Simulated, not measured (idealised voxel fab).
process module | voxel transistor to metal
180 nm wide, 5 nm square cells: that's cross-section cut.
Cross-section, as written here: a square-cell grid given band by band from the top down, where a band holds one or more rows of cells. For a band, the entry starts with two heights in nm, that of the top and then that of the bottom, and carries on with the band's materials in order from left to right, each alongside its width in nm; the word "full width" beside a single material means it fills the band edge to edge, and "empty" means empty space. Heights from 0 (as-received wafer is one material below). Bottom band endless downward, as "z 0 and below". Read "30..40" as a graded width: first number on top, second number at the bottom, same change between each pair of neighbouring rows. "nothing was modified" -> step changed no cross-section cell. "Sealed voids" enumerates empty spaces isolated from the top, with no open way to it, that contain at least 8 cells, giving each as width x height at distance from the left edge, all three in nm. Step line, after settings: the simulator's comment on this step. The "overlay nm" setting may appear on a step's line; for a step that uses a mask, it gives how far to the right of its planned position the mask lay, and a negative value indicates the left.

Process steps foreseen in the plan
1: RECEIVE with material Si
2: OXIDIZE with depth nm 5
3: CONFORMAL_DEP with material SiN, thk nm 10
4: MASKED_ETCH with tone cover, mask id ACTIVE, width nm 125, etch materials SiN, depth nm 10, overlay nm 0
5: MASKED_ETCH with tone cover, mask id ACTIVE, width nm 125, etch materials SiO2, depth nm 5, overlay nm 0
6: MASKED_ETCH with tone cover, mask id ACTIVE, width nm 125, etch materials Si, depth nm 20, overlay nm 0
7: OXIDIZE with depth nm 5
8: FILL_DEP with material SiO2, thk nm 15
9: CMP with height nm 10
10: SELECTIVE_ETCH with etch materials SiO2, depth nm 5
11: STRIP with etch materials SiN
12: SELECTIVE_ETCH with etch materials SiO2, depth nm 5
13: OXIDIZE with depth nm 5
14: DIRECTIONAL_DEP with material polySi, thk nm 25
15: DIRECTIONAL_DEP with material SiCN, thk nm 10
16: MASKED_ETCH with tone cover, mask id GATE, width nm 35, etch materials SiCN, depth nm 20, overlay nm 0
17: MASKED_ETCH with tone cover, mask id GATE, width nm 35, etch materials polySi, depth nm 35, overlay nm 0
18: CONFORMAL_DEP with material SiO2, thk nm 5
19: DIRECTIONAL_ETCH with etch materials SiO2, depth nm 5
20: CONFORMAL_DEP with material SiN, thk nm 5
21: DIRECTIONAL_ETCH with etch materials SiN, depth nm 5
22: DIRECTIONAL_ETCH with etch materials SiO2, depth nm 5
23: DIRECTIONAL_ETCH with etch materials Si, depth nm 10
24: EPI with material SiGe, thk nm 15
25: FILL_DEP with material SiO2, thk nm 10
26: CMP with height nm 20
27: STRIP with etch materials polySi
28: SELECTIVE_ETCH with etch materials SiO2, depth nm 5
29: CONFORMAL_DEP with material HfO2, thk nm 5
30: CONFORMAL_DEP with material TiN, thk nm 5
31: FILL_DEP with material W, thk nm 10
32: CMP with height nm 15
33: DIRECTIONAL_DEP with material SiO2, thk nm 15
34: MASKED_ETCH with tone open, mask id CONTACT, width nm 20, pitch nm 85, etch materials SiO2, depth nm 35, overlay nm 0
35: CONFORMAL_DEP with material TiN, thk nm 5
36: FILL_DEP with material Ru, thk nm 5
37: CMP with height nm 30
38: CONFORMAL_DEP with material SiN, thk nm 5
39: DIRECTIONAL_DEP with material lowk, thk nm 15
40: DIRECTIONAL_DEP with material aC, thk nm 15
41: PATTERN with tone open, mask id METAL_1, material resist, width nm 20, pitch nm 85, thk nm 35, overlay nm 0
42: DIRECTIONAL_ETCH with etch materials aC, depth nm 15
43: STRIP with etch materials resist
44: DIRECTIONAL_ETCH with etch materials lowk, depth nm 15
45: DIRECTIONAL_ETCH with etch materials SiN, depth nm 5
46: STRIP with etch materials aC
47: CONFORMAL_DEP with material TiN, thk nm 5
48: FILL_DEP with material Ru, thk nm 5
49: CMP with height nm 50
50: CONFORMAL_DEP with material SiCN, thk nm 5

Wafer, first of two, run as planned

Here's what the wafer looked like in cross-section when it arrived - that's after step 1
- z 0 and below  Si full width
- Sealed voids: none

You're looking at a cross-section of the wafer after step 2
- z 0 to -5  SiO2 full width
- Nothing below the height -5 has changed.

You're looking at a cross-section of the wafer after step 3
- z 10 to 0  SiN full width
- Nothing below the height 0 has changed.

You're looking at a cross-section of the wafer after step 4
- z 10 to 0  empty (25) / SiN (125) / empty (30)
- Nothing below the height 0 has changed.

You're looking at a cross-section of the wafer after step 5
- z 10 to 0  empty (25) / SiN (125) / empty (30)
- z 0 to -5  empty (25) / SiO2 (125) / empty (30)
- Nothing below the height -5 has changed.

You're looking at a cross-section of the wafer after step 6
- z 10 to 0  empty (25) / SiN (125) / empty (30)
- z 0 to -5  empty (25) / SiO2 (125) / empty (30)
- z -5 to -25  empty (25) / Si (125) / empty (30)
- Nothing below the height -25 has changed.

You're looking at a cross-section of the wafer after step 7
- z 10 to 0  empty (25) / SiN (125) / empty (30)
- z 0 to -5  empty (25) / SiO2 (125) / empty (30)
- z -5 to -25  empty (25) / SiO2 (5) / Si (115) / SiO2 (5) / empty (30)
- z -25 to -30  SiO2 (30) / Si (115) / SiO2 (35)
- Nothing below the height -30 has changed.

You're looking at a cross-section of the wafer after step 8
- z 25 to 10  SiO2 full width
- z 10 to 0  SiO2 (25) / SiN (125) / SiO2 (30)
- z 0 to -5  SiO2 full width
- z -5 to -30  SiO2 (30) / Si (115) / SiO2 (35)
- Nothing below the height -30 has changed.

You're looking at a cross-section of the wafer after step 9
- z 10 to 0  SiO2 (25) / SiN (125) / SiO2 (30)
- Nothing below the height 0 has changed.

You're looking at a cross-section of the wafer after step 10
- z 10 to 5  empty (25) / SiN (125) / empty (30)
- Nothing below the height 5 has changed.

You're looking at a cross-section of the wafer after step 11
- z 5 to 0  SiO2 (25) / empty (125) / SiO2 (30)
- Nothing below the height 0 has changed.

You're looking at a cross-section of the wafer after step 12
- z 0 to -5  SiO2 (20) / empty (135) / SiO2 (25)
- Nothing below the height -5 has changed.

You're looking at a cross-section of the wafer after step 13
- z 0 to -5  SiO2 (20) / empty (135) / SiO2 (25)
- z -5 to -10  SiO2 full width
- Nothing below the height -10 has changed.

You're looking at a cross-section of the wafer after step 14
- z 25 to 20  polySi (20) / empty (135) / polySi (25)
- z 20 to 0  polySi full width
- z 0 to -5  SiO2 (20) / polySi (135) / SiO2 (25)
- Nothing below the height -5 has changed.

You're looking at a cross-section of the wafer after step 15
- z 35 to 30  SiCN (20) / empty (135) / SiCN (25)
- z 30 to 25  SiCN full width
- z 25 to 20  polySi (20) / SiCN (135) / polySi (25)
- Nothing below the height 20 has changed.

You're looking at a cross-section of the wafer after step 16
- z 30 to 25  empty (70) / SiCN (35) / empty (75)
- z 25 to 20  polySi (20) / empty (50) / SiCN (35) / empty (50) / polySi (25)
- Nothing below the height 20 has changed.

You're looking at a cross-section of the wafer after step 17
- z 30 to 20  empty (70) / SiCN (35) / empty (75)
- z 20 to 0  empty (70) / polySi (35) / empty (75)
- z 0 to -5  SiO2 (20) / empty (50) / polySi (35) / empty (50) / SiO2 (25)
- Nothing below the height -5 has changed.

You're looking at a cross-section of the wafer after step 18
- z 35 to 30  empty (65) / SiO2 (45) / empty (70)
- z 30 to 20  empty (65) / SiO2 (5) / SiCN (35) / SiO2 (5) / empty (70)
- z 20 to 5  empty (65) / SiO2 (5) / polySi (35) / SiO2 (5) / empty (70)
- z 5 to 0  SiO2 (25) / empty (40) / SiO2 (5) / polySi (35) / SiO2 (5) / empty (40) / SiO2 (30)
- z 0 to -5  SiO2 (70) / polySi (35) / SiO2 (75)
- Nothing below the height -5 has changed.

You're looking at a cross-section of the wafer after step 19
- z 30 to 20  empty (65) / SiO2 (5) / SiCN (35) / SiO2 (5) / empty (70)
- z 20 to 0  empty (65) / SiO2 (5) / polySi (35) / SiO2 (5) / empty (70)
- z 0 to -5  SiO2 (25) / empty (40) / SiO2 (5) / polySi (35) / SiO2 (5) / empty (40) / SiO2 (30)
- Nothing below the height -5 has changed.

You're looking at a cross-section of the wafer after step 20
- z 35 to 30  empty (60) / SiN (55) / empty (65)
- z 30 to 20  empty (60) / SiN (5) / SiO2 (5) / SiCN (35) / SiO2 (5) / SiN (5) / empty (65)
- z 20 to 5  empty (60) / SiN (5) / SiO2 (5) / polySi (35) / SiO2 (5) / SiN (5) / empty (65)
- z 5 to 0  SiN (30) / empty (30) / SiN (5) / SiO2 (5) / polySi (35) / SiO2 (5) / SiN (5) / empty (30) / SiN (35)
- z 0 to -5  SiO2 (25) / SiN (40) / SiO2 (5) / polySi (35) / SiO2 (5) / SiN (40) / SiO2 (30)
- Nothing below the height -5 has changed.

You're looking at a cross-section of the wafer after step 21
- z 30 to 20  empty (60) / SiN (5) / SiO2 (5) / SiCN (35) / SiO2 (5) / SiN (5) / empty (65)
- z 20 to 0  empty (60) / SiN (5) / SiO2 (5) / polySi (35) / SiO2 (5) / SiN (5) / empty (65)
- z 0 to -5  SiO2 (25) / SiN (5) / empty (30) / SiN (5) / SiO2 (5) / polySi (35) / SiO2 (5) / SiN (5) / empty (30) / SiN (5) / SiO2 (30)
- Nothing below the height -5 has changed.

You're looking at a cross-section of the wafer after step 22
- z 30 to 25  empty (60) / SiN (5) / empty (5) / SiCN (35) / empty (5) / SiN (5) / empty (65)
- z 25 to 20  empty (60) / SiN (5) / SiO2 (5) / SiCN (35) / SiO2 (5) / SiN (5) / empty (65)
- z 20 to 0  empty (60) / SiN (5) / SiO2 (5) / polySi (35) / SiO2 (5) / SiN (5) / empty (65)
- z 0 to -5  empty (25) / SiN (5) / empty (30) / SiN (5) / SiO2 (5) / polySi (35) / SiO2 (5) / SiN (5) / empty (30) / SiN (5) / empty (30)
- z -5 to -10  SiO2 (30) / empty (30) / SiO2 (55) / empty (30) / SiO2 (35)
- Nothing below the height -10 has changed.

You're looking at a cross-section of the wafer after step 23
- z 30 to 25  empty (60) / SiN (5) / empty (5) / SiCN (35) / empty (5) / SiN (5) / empty (65)
- z 25 to 20  empty (60) / SiN (5) / SiO2 (5) / SiCN (35) / SiO2 (5) / SiN (5) / empty (65)
- z 20 to 0  empty (60) / SiN (5) / SiO2 (5) / polySi (35) / SiO2 (5) / SiN (5) / empty (65)
- z 0 to -5  empty (25) / SiN (5) / empty (30) / SiN (5) / SiO2 (5) / polySi (35) / SiO2 (5) / SiN (5) / empty (30) / SiN (5) / empty (30)
- z -5 to -10  SiO2 (30) / empty (30) / SiO2 (55) / empty (30) / SiO2 (35)
- z -10 to -20  SiO2 (30) / empty (30) / Si (55) / empty (30) / SiO2 (35)
- Nothing below the height -20 has changed.

You're looking at a cross-section of the wafer after step 24
- z 30 to 25  empty (60) / SiN (5) / empty (5) / SiCN (35) / empty (5) / SiN (5) / empty (65)
- z 25 to 20  empty (60) / SiN (5) / SiO2 (5) / SiCN (35) / SiO2 (5) / SiN (5) / empty (65)
- z 20 to 5  empty (60) / SiN (5) / SiO2 (5) / polySi (35) / SiO2 (5) / SiN (5) / empty (65)
- z 5 to 0  empty (45) / SiGe (15) / SiN (5) / SiO2 (5) / polySi (35) / SiO2 (5) / SiN (5) / SiGe (15) / empty (50)
- z 0 to -5  empty (25) / SiN (5) / empty (15) / SiGe (15) / SiN (5) / SiO2 (5) / polySi (35) / SiO2 (5) / SiN (5) / SiGe (15) / empty (15) / SiN (5) / empty (30)
- z -5 to -10  SiO2 (30) / SiGe (30) / SiO2 (55) / SiGe (30) / SiO2 (35)
- z -10 to -20  SiO2 (30) / SiGe (30) / Si (55) / SiGe (30) / SiO2 (35)
- Nothing below the height -20 has changed.

You're looking at a cross-section of the wafer after step 25
- z 40 to 30  SiO2 full width
- z 30 to 20  SiO2 (60) / SiN (5) / SiO2 (5) / SiCN (35) / SiO2 (5) / SiN (5) / SiO2 (65)
- z 20 to 5  SiO2 (60) / SiN (5) / SiO2 (5) / polySi (35) / SiO2 (5) / SiN (5) / SiO2 (65)
- z 5 to 0  SiO2 (45) / SiGe (15) / SiN (5) / SiO2 (5) / polySi (35) / SiO2 (5) / SiN (5) / SiGe (15) / SiO2 (50)
- z 0 to -5  SiO2 (25) / SiN (5) / SiO2 (15) / SiGe (15) / SiN (5) / SiO2 (5) / polySi (35) / SiO2 (5) / SiN (5) / SiGe (15) / SiO2 (15) / SiN (5) / SiO2 (30)
- Nothing below the height -5 has changed.

You're looking at a cross-section of the wafer after step 26
- z 20 to 5  SiO2 (60) / SiN (5) / SiO2 (5) / polySi (35) / SiO2 (5) / SiN (5) / SiO2 (65)
- Nothing below the height 5 has changed.

You're looking at a cross-section of the wafer after step 27
- z 20 to 5  SiO2 (60) / SiN (5) / SiO2 (5) / empty (35) / SiO2 (5) / SiN (5) / SiO2 (65)
- z 5 to 0  SiO2 (45) / SiGe (15) / SiN (5) / SiO2 (5) / empty (35) / SiO2 (5) / SiN (5) / SiGe (15) / SiO2 (50)
- z 0 to -5  SiO2 (25) / SiN (5) / SiO2 (15) / SiGe (15) / SiN (5) / SiO2 (5) / empty (35) / SiO2 (5) / SiN (5) / SiGe (15) / SiO2 (15) / SiN (5) / SiO2 (30)
- Nothing below the height -5 has changed.

You're looking at a cross-section of the wafer after step 28
- z 20 to 15  empty (60) / SiN (5) / empty (45) / SiN (5) / empty (65)
- z 15 to 5  SiO2 (60) / SiN (5) / empty (45) / SiN (5) / SiO2 (65)
- z 5 to 0  SiO2 (45) / SiGe (15) / SiN (5) / empty (45) / SiN (5) / SiGe (15) / SiO2 (50)
- z 0 to -5  SiO2 (25) / SiN (5) / SiO2 (15) / SiGe (15) / SiN (5) / empty (45) / SiN (5) / SiGe (15) / SiO2 (15) / SiN (5) / SiO2 (30)
- z -5 to -10  SiO2 (30) / SiGe (30) / SiO2 (5) / empty (45) / SiO2 (5) / SiGe (30) / SiO2 (35)
- Nothing below the height -10 has changed.

You're looking at a cross-section of the wafer after step 29
- z 25 to 20  empty (55) / HfO2 (15) / empty (35) / HfO2 (15) / empty (60)
- z 20 to 15  HfO2 (60) / SiN (5) / HfO2 (5) / empty (35) / HfO2 (5) / SiN (5) / HfO2 (65)
- z 15 to 5  SiO2 (60) / SiN (5) / HfO2 (5) / empty (35) / HfO2 (5) / SiN (5) / SiO2 (65)
- z 5 to 0  SiO2 (45) / SiGe (15) / SiN (5) / HfO2 (5) / empty (35) / HfO2 (5) / SiN (5) / SiGe (15) / SiO2 (50)
- z 0 to -5  SiO2 (25) / SiN (5) / SiO2 (15) / SiGe (15) / SiN (5) / HfO2 (5) / empty (35) / HfO2 (5) / SiN (5) / SiGe (15) / SiO2 (15) / SiN (5) / SiO2 (30)
- z -5 to -10  SiO2 (30) / SiGe (30) / SiO2 (5) / HfO2 (45) / SiO2 (5) / SiGe (30) / SiO2 (35)
- Nothing below the height -10 has changed.

You're looking at a cross-section of the wafer after step 30
- z 30 to 25  empty (50) / TiN (25) / empty (25) / TiN (25) / empty (55)
- z 25 to 20  TiN (55) / HfO2 (15) / TiN (5) / empty (25) / TiN (5) / HfO2 (15) / TiN (60)
- z 20 to 15  HfO2 (60) / SiN (5) / HfO2 (5) / TiN (5) / empty (25) / TiN (5) / HfO2 (5) / SiN (5) / HfO2 (65)
- z 15 to 5  SiO2 (60) / SiN (5) / HfO2 (5) / TiN (5) / empty (25) / TiN (5) / HfO2 (5) / SiN (5) / SiO2 (65)
- z 5 to 0  SiO2 (45) / SiGe (15) / SiN (5) / HfO2 (5) / TiN (5) / empty (25) / TiN (5) / HfO2 (5) / SiN (5) / SiGe (15) / SiO2 (50)
- z 0 to -5  SiO2 (25) / SiN (5) / SiO2 (15) / SiGe (15) / SiN (5) / HfO2 (5) / TiN (35) / HfO2 (5) / SiN (5) / SiGe (15) / SiO2 (15) / SiN (5) / SiO2 (30)
- Nothing below the height -5 has changed.

You're looking at a cross-section of the wafer after step 31
- z 40 to 30  W full width
- z 30 to 25  W (50) / TiN (25) / W (25) / TiN (25) / W (55)
- z 25 to 20  TiN (55) / HfO2 (15) / TiN (5) / W (25) / TiN (5) / HfO2 (15) / TiN (60)
- z 20 to 15  HfO2 (60) / SiN (5) / HfO2 (5) / TiN (5) / W (25) / TiN (5) / HfO2 (5) / SiN (5) / HfO2 (65)
- z 15 to 5  SiO2 (60) / SiN (5) / HfO2 (5) / TiN (5) / W (25) / TiN (5) / HfO2 (5) / SiN (5) / SiO2 (65)
- z 5 to 0  SiO2 (45) / SiGe (15) / SiN (5) / HfO2 (5) / TiN (5) / W (25) / TiN (5) / HfO2 (5) / SiN (5) / SiGe (15) / SiO2 (50)
- Nothing below the height 0 has changed.

You're looking at a cross-section of the wafer after step 32
- z 15 to 5  SiO2 (60) / SiN (5) / HfO2 (5) / TiN (5) / W (25) / TiN (5) / HfO2 (5) / SiN (5) / SiO2 (65)
- Nothing below the height 5 has changed.

You're looking at a cross-section of the wafer after step 33
- z 30 to 15  SiO2 full width
- Nothing below the height 15 has changed.

You're looking at a cross-section of the wafer after step 34
- z 30 to 15  SiO2 (35) / empty (20) / SiO2 (65) / empty (20) / SiO2 (40)
- z 15 to 5  SiO2 (35) / empty (20) / SiO2 (5) / SiN (5) / HfO2 (5) / TiN (5) / W (25) / TiN (5) / HfO2 (5) / SiN (5) / SiO2 (5) / empty (20) / SiO2 (40)
- z 5 to 0  SiO2 (35) / empty (10) / SiGe (15) / SiN (5) / HfO2 (5) / TiN (5) / W (25) / TiN (5) / HfO2 (5) / SiN (5) / SiGe (15) / empty (10) / SiO2 (40)
- z 0 to -5  SiO2 (25) / SiN (5) / SiO2 (5) / empty (10) / SiGe (15) / SiN (5) / HfO2 (5) / TiN (35) / HfO2 (5) / SiN (5) / SiGe (15) / empty (10) / SiO2 (5) / SiN (5) / SiO2 (30)
- Nothing below the height -5 has changed.

You're looking at a cross-section of the wafer after step 35
- z 35 to 30  TiN (40) / empty (10) / TiN (75) / empty (10) / TiN (45)
- z 30 to 15  SiO2 (35) / TiN (5) / empty (10) / TiN (5) / SiO2 (65) / TiN (5) / empty (10) / TiN (5) / SiO2 (40)
- z 15 to 10  SiO2 (35) / TiN (5) / empty (10) / TiN (5) / SiO2 (5) / SiN (5) / HfO2 (5) / TiN (5) / W (25) / TiN (5) / HfO2 (5) / SiN (5) / SiO2 (5) / TiN (5) / empty (10) / TiN (5) / SiO2 (40)
- z 10 to 5  SiO2 (35) / TiN (20) / SiO2 (5) / SiN (5) / HfO2 (5) / TiN (5) / W (25) / TiN (5) / HfO2 (5) / SiN (5) / SiO2 (5) / TiN (20) / SiO2 (40)
- z 5 to 0  SiO2 (35) / TiN (10) / SiGe (15) / SiN (5) / HfO2 (5) / TiN (5) / W (25) / TiN (5) / HfO2 (5) / SiN (5) / SiGe (15) / TiN (10) / SiO2 (40)
- z 0 to -5  SiO2 (25) / SiN (5) / SiO2 (5) / TiN (10) / SiGe (15) / SiN (5) / HfO2 (5) / TiN (35) / HfO2 (5) / SiN (5) / SiGe (15) / TiN (10) / SiO2 (5) / SiN (5) / SiO2 (30)
- Nothing below the height -5 has changed.

You're looking at a cross-section of the wafer after step 36
- z 40 to 35  Ru full width
- z 35 to 30  TiN (40) / Ru (10) / TiN (75) / Ru (10) / TiN (45)
- z 30 to 15  SiO2 (35) / TiN (5) / Ru (10) / TiN (5) / SiO2 (65) / TiN (5) / Ru (10) / TiN (5) / SiO2 (40)
- z 15 to 10  SiO2 (35) / TiN (5) / Ru (10) / TiN (5) / SiO2 (5) / SiN (5) / HfO2 (5) / TiN (5) / W (25) / TiN (5) / HfO2 (5) / SiN (5) / SiO2 (5) / TiN (5) / Ru (10) / TiN (5) / SiO2 (40)
- Nothing below the height 10 has changed.

You're looking at a cross-section of the wafer after step 37
- z 30 to 15  SiO2 (35) / TiN (5) / Ru (10) / TiN (5) / SiO2 (65) / TiN (5) / Ru (10) / TiN (5) / SiO2 (40)
- Nothing below the height 15 has changed.

You're looking at a cross-section of the wafer after step 38
- z 35 to 30  SiN full width
- Nothing below the height 30 has changed.

You're looking at a cross-section of the wafer after step 39
- z 50 to 35  lowk full width
- Nothing below the height 35 has changed.

You're looking at a cross-section of the wafer after step 40
- z 65 to 50  aC full width
- Nothing below the height 50 has changed.

You're looking at a cross-section of the wafer after step 41
- z 100 to 65  resist (35) / empty (20) / resist (65) / empty (20) / resist (40)
- Nothing below the height 65 has changed.

You're looking at a cross-section of the wafer after step 42
- z 85 to 65  resist (35) / empty (20) / resist (65) / empty (20) / resist (40)
- z 65 to 50  aC (35) / empty (20) / aC (65) / empty (20) / aC (40)
- Nothing below the height 50 has changed.

You're looking at a cross-section of the wafer after step 43
- z 65 to 50  aC (35) / empty (20) / aC (65) / empty (20) / aC (40)
- Nothing below the height 50 has changed.

You're looking at a cross-section of the wafer after step 44
- z 65 to 50  aC (35) / empty (20) / aC (65) / empty (20) / aC (40)
- z 50 to 35  lowk (35) / empty (20) / lowk (65) / empty (20) / lowk (40)
- Nothing below the height 35 has changed.

You're looking at a cross-section of the wafer after step 45
- z 65 to 50  aC (35) / empty (20) / aC (65) / empty (20) / aC (40)
- z 50 to 35  lowk (35) / empty (20) / lowk (65) / empty (20) / lowk (40)
- z 35 to 30  SiN (35) / empty (20) / SiN (65) / empty (20) / SiN (40)
- Nothing below the height 30 has changed.

You're looking at a cross-section of the wafer after step 46
- z 50 to 35  lowk (35) / empty (20) / lowk (65) / empty (20) / lowk (40)
- Nothing below the height 35 has changed.

You're looking at a cross-section of the wafer after step 47
- z 55 to 50  TiN (40) / empty (10) / TiN (75) / empty (10) / TiN (45)
- z 50 to 35  lowk (35) / TiN (5) / empty (10) / TiN (5) / lowk (65) / TiN (5) / empty (10) / TiN (5) / lowk (40)
- z 35 to 30  SiN (35) / TiN (20) / SiN (65) / TiN (20) / SiN (40)
- Nothing below the height 30 has changed.

You're looking at a cross-section of the wafer after step 48
- z 60 to 55  Ru full width
- z 55 to 50  TiN (40) / Ru (10) / TiN (75) / Ru (10) / TiN (45)
- z 50 to 35  lowk (35) / TiN (5) / Ru (10) / TiN (5) / lowk (65) / TiN (5) / Ru (10) / TiN (5) / lowk (40)
- Nothing below the height 35 has changed.

You're looking at a cross-section of the wafer after step 49
- z 50 to 35  lowk (35) / TiN (5) / Ru (10) / TiN (5) / lowk (65) / TiN (5) / Ru (10) / TiN (5) / lowk (40)
- Nothing below the height 35 has changed.

You're looking at a cross-section of the wafer after step 50
- z 55 to 50  SiCN full width
- Nothing below the height 50 has changed.

Wafer two of two - same starting point, same process plan, one mistake in execution; matches wafer one up to and including step 40

Second wafer, sectioned view, at step 41's planned end time
- z 100 to 65  empty (35) / resist (20) / empty (65) / resist (20) / empty (40)
- Nothing below the height 65 has changed.

Second wafer, sectioned view, at step 42's planned end time
- z 85 to 65  empty (35) / resist (20) / empty (65) / resist (20) / empty (40)
- z 65 to 50  empty (35) / aC (20) / empty (65) / aC (20) / empty (40)
- Nothing below the height 50 has changed.

Second wafer, sectioned view, at step 43's planned end time
- z 65 to 50  empty (35) / aC (20) / empty (65) / aC (20) / empty (40)
- Nothing below the height 50 has changed.

Second wafer, sectioned view, at step 44's planned end time
- z 65 to 50  empty (35) / aC (20) / empty (65) / aC (20) / empty (40)
- z 50 to 35  empty (35) / lowk (20) / empty (65) / lowk (20) / empty (40)
- Nothing below the height 35 has changed.

Second wafer, sectioned view, at step 45's planned end time
- z 65 to 50  empty (35) / aC (20) / empty (65) / aC (20) / empty (40)
- z 50 to 35  empty (35) / lowk (20) / empty (65) / lowk (20) / empty (40)
- z 35 to 30  empty (35) / SiN (20) / empty (65) / SiN (20) / empty (40)
- Nothing below the height 30 has changed.

Second wafer, sectioned view, at step 46's planned end time
- z 50 to 35  empty (35) / lowk (20) / empty (65) / lowk (20) / empty (40)
- Nothing below the height 35 has changed.

Second wafer, sectioned view, at step 47's planned end time
- z 55 to 50  empty (30) / TiN (30) / empty (55) / TiN (30) / empty (35)
- z 50 to 35  empty (30) / TiN (5) / lowk (20) / TiN (5) / empty (55) / TiN (5) / lowk (20) / TiN (5) / empty (35)
- z 35 to 30  TiN (35) / SiN (20) / TiN (65) / SiN (20) / TiN (40)
- Nothing below the height 30 has changed.

Second wafer, sectioned view, at step 48's planned end time
- z 60 to 55  Ru full width
- z 55 to 50  Ru (30) / TiN (30) / Ru (55) / TiN (30) / Ru (35)
- z 50 to 35  Ru (30) / TiN (5) / lowk (20) / TiN (5) / Ru (55) / TiN (5) / lowk (20) / TiN (5) / Ru (35)
- Nothing below the height 35 has changed.

Second wafer, sectioned view, at step 49's planned end time
- z 50 to 35  Ru (30) / TiN (5) / lowk (20) / TiN (5) / Ru (55) / TiN (5) / lowk (20) / TiN (5) / Ru (35)
- Nothing below the height 35 has changed.

Second wafer, sectioned view, at step 50's planned end time
- z 55 to 50  SiCN full width
- Nothing below the height 50 has changed.
Which mistake was made when the wafer was run? contrary to plan, step 41 was performed as PATTERN with tone cover, mask id METAL_1, material resist, width nm 20, pitch nm 85, thk nm 35, overlay nm 0
Final cells, second wafer relative to first, materials higher or lower: +60 Ru, -20 SiN, +20 TiN, -60 lowk
